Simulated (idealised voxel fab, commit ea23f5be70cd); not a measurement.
Documented hereafter: the process module known as voxel spacer lines.
Cross-section cut: width 300 nm, square cells of 5 nm.
A cross-section is written here as square cells arranged in a grid, and it is given in bands from the top down, each band taking up one or more rows of cells. Basically the band line says how high the top is and how high the bottom is, in nm, and then what's in it from left to right, every material with its width in nm. Empty space shows up as "blank", and if a single material carries "all across" it runs the full band edge to edge. The reference from which all heights are counted is 0, the level beneath which the as-received wafer is entirely one material; the lowest band, having no lower bound, proceeds downward and is written after the example "0..down". So if you see something like "30->40" for the width, read it as the top row of the band sitting at the first number and the bottom row at the second, with every row in between moving by the same amount as the last. "remains unaltered" for a step: no cell of the cross-section changed in that step. Listed in "Closed cavity list": every empty space of 8 or more cells without an open way to the top. Form: width x height at distance, the distance being from the left edge, all in nm. Past the settings on a step's line: simulator remark, on that step. Steps that use a mask can have "overlay nm" on their line. It says how far the mask sat to the right of where it was meant to be. Negative means to the left.

Set out below are the planned steps of the process
step 1: RECEIVE | material Si
step 2: CONFORMAL_DEP | material Al2O3 | thk nm 10
step 3: DIRECTIONAL_DEP | material polySi | thk nm 15
step 4: DIRECTIONAL_DEP | material aC | thk nm 30
step 5: PATTERN | tone cover | mask id MANDREL | material resist | width nm 15 | pitch nm 50 | thk nm 40 | overlay nm 0
step 6: DIRECTIONAL_ETCH | etch materials aC | depth nm 30
step 7: STRIP | etch materials resist
step 8: CONFORMAL_DEP | material SiO2 | thk nm 10
step 9: DIRECTIONAL_ETCH | etch materials SiO2 | depth nm 10
step 10: STRIP | etch materials aC
step 11: DIRECTIONAL_ETCH | etch materials polySi | depth nm 15
step 12: STRIP | etch materials SiO2

Wafer, first of two, run as planned

Incoming wafer, cross-sectional view, post step 1
    0..down = Si all across
    Closed cavity list: none

Step 2 complete: cross-section through the wafer
    10..0 = Al2O3 all across
    Rest of section, below 0: as before.

Step 3 complete: cross-section through the wafer
    25..10 = polySi all across
    Rest of section, below 10: as before.

Step 4 complete: cross-section through the wafer
    55..25 = aC all across
    Rest of section, below 25: as before.

Step 5 complete: cross-section through the wafer
    95..55 = 115 of blank | 15 of resist | 35 of blank | 15 of resist | 120 of blank
    Rest of section, below 55: as before.

Step 6 complete: cross-section through the wafer
    65..55 = 115 of blank | 15 of resist | 35 of blank | 15 of resist | 120 of blank
    55..25 = 115 of blank | 15 of aC | 35 of blank | 15 of aC | 120 of blank
    Rest of section, below 25: as before.

Step 7 complete: cross-section through the wafer
    55..25 = 115 of blank | 15 of aC | 35 of blank | 15 of aC | 120 of blank
    Rest of section, below 25: as before.

Step 8 complete: cross-section through the wafer
    65..55 = 105 of blank | 35 of SiO2 | 15 of blank | 35 of SiO2 | 110 of blank
    55..35 = 105 of blank | 10 of SiO2 | 15 of aC | 10 of SiO2 | 15 of blank | 10 of SiO2 | 15 of aC | 10 of SiO2 | 110 of blank
    35..25 = 115 of SiO2 | 15 of aC | 35 of SiO2 | 15 of aC | 120 of SiO2
    Rest of section, below 25: as before.

Step 9 complete: cross-section through the wafer
    55..25 = 105 of blank | 10 of SiO2 | 15 of aC | 10 of SiO2 | 15 of blank | 10 of SiO2 | 15 of aC | 10 of SiO2 | 110 of blank
    Rest of section, below 25: as before.

Step 10 complete: cross-section through the wafer
    55..25 = 105 of blank | 10 of SiO2 | 15 of blank | 10 of SiO2 | 15 of blank | 10 of SiO2 | 15 of blank | 10 of SiO2 | 110 of blank
    Rest of section, below 25: as before.

Step 11 complete: cross-section through the wafer
    55..25 = 105 of blank | 10 of SiO2 | 15 of blank | 10 of SiO2 | 15 of blank | 10 of SiO2 | 15 of blank | 10 of SiO2 | 110 of blank
    25..10 = 105 of blank | 10 of polySi | 15 of blank | 10 of polySi | 15 of blank | 10 of polySi | 15 of blank | 10 of polySi | 110 of blank
    Rest of section, below 10: as before.

Step 12 complete: cross-section through the wafer
    25..10 = 105 of blank | 10 of polySi | 15 of blank | 10 of polySi | 15 of blank | 10 of polySi | 15 of blank | 10 of polySi | 110 of blank
    Rest of section, below 10: as before.

Now the other wafer: same start, same recipe, but we messed up one thing when running it. Up to and including step 1 it's the same as the first one

Cross-sectional view of the second wafer at the intended end time of process step 2: remains unaltered

Cross-sectional view of the second wafer at the intended end time of process step 3
    15..0 = polySi all across
    Rest of section, below 0: as before.

Cross-sectional view of the second wafer at the intended end time of process step 4
    45..15 = aC all across
    Rest of section, below 15: as before.

Cross-sectional view of the second wafer at the intended end time of process step 5
    85..45 = 115 of blank | 15 of resist | 35 of blank | 15 of resist | 120 of blank
    Rest of section, below 45: as before.

Cross-sectional view of the second wafer at the intended end time of process step 6
    55..45 = 115 of blank | 15 of resist | 35 of blank | 15 of resist | 120 of blank
    45..15 = 115 of blank | 15 of aC | 35 of blank | 15 of aC | 120 of blank
    Rest of section, below 15: as before.

Cross-sectional view of the second wafer at the intended end time of process step 7
    45..15 = 115 of blank | 15 of aC | 35 of blank | 15 of aC | 120 of blank
    Rest of section, below 15: as before.

Cross-sectional view of the second wafer at the intended end time of process step 8
    55..45 = 105 of blank | 35 of SiO2 | 15 of blank | 35 of SiO2 | 110 of blank
    45..25 = 105 of blank | 10 of SiO2 | 15 of aC | 10 of SiO2 | 15 of blank | 10 of SiO2 | 15 of aC | 10 of SiO2 | 110 of blank
    25..15 = 115 of SiO2 | 15 of aC | 35 of SiO2 | 15 of aC | 120 of SiO2
    Rest of section, below 15: as before.

Cross-sectional view of the second wafer at the intended end time of process step 9
    45..15 = 105 of blank | 10 of SiO2 | 15 of aC | 10 of SiO2 | 15 of blank | 10 of SiO2 | 15 of aC | 10 of SiO2 | 110 of blank
    Rest of section, below 15: as before.

Cross-sectional view of the second wafer at the intended end time of process step 10
    45..15 = 105 of blank | 10 of SiO2 | 15 of blank | 10 of SiO2 | 15 of blank | 10 of SiO2 | 15 of blank | 10 of SiO2 | 110 of blank
    Rest of section, below 15: as before.

Cross-sectional view of the second wafer at the intended end time of process step 11
    45..15 = 105 of blank | 10 of SiO2 | 15 of blank | 10 of SiO2 | 15 of blank | 10 of SiO2 | 15 of blank | 10 of SiO2 | 110 of blank
    15..0 = 105 of blank | 10 of polySi | 15 of blank | 10 of polySi | 15 of blank | 10 of polySi | 15 of blank | 10 of polySi | 110 of blank
    Rest of section, below 0: as before.

Cross-sectional view of the second wafer at the intended end time of process step 12
    15..0 = 105 of blank | 10 of polySi | 15 of blank | 10 of polySi | 15 of blank | 10 of polySi | 15 of blank | 10 of polySi | 110 of blank
    Rest of section, below 0: as before.
What was the processing mistake? plan step 2: skipped, not run
The second wafer ends with more or fewer cells of some materials than the first, per final count: Al2O3: 120 fewer
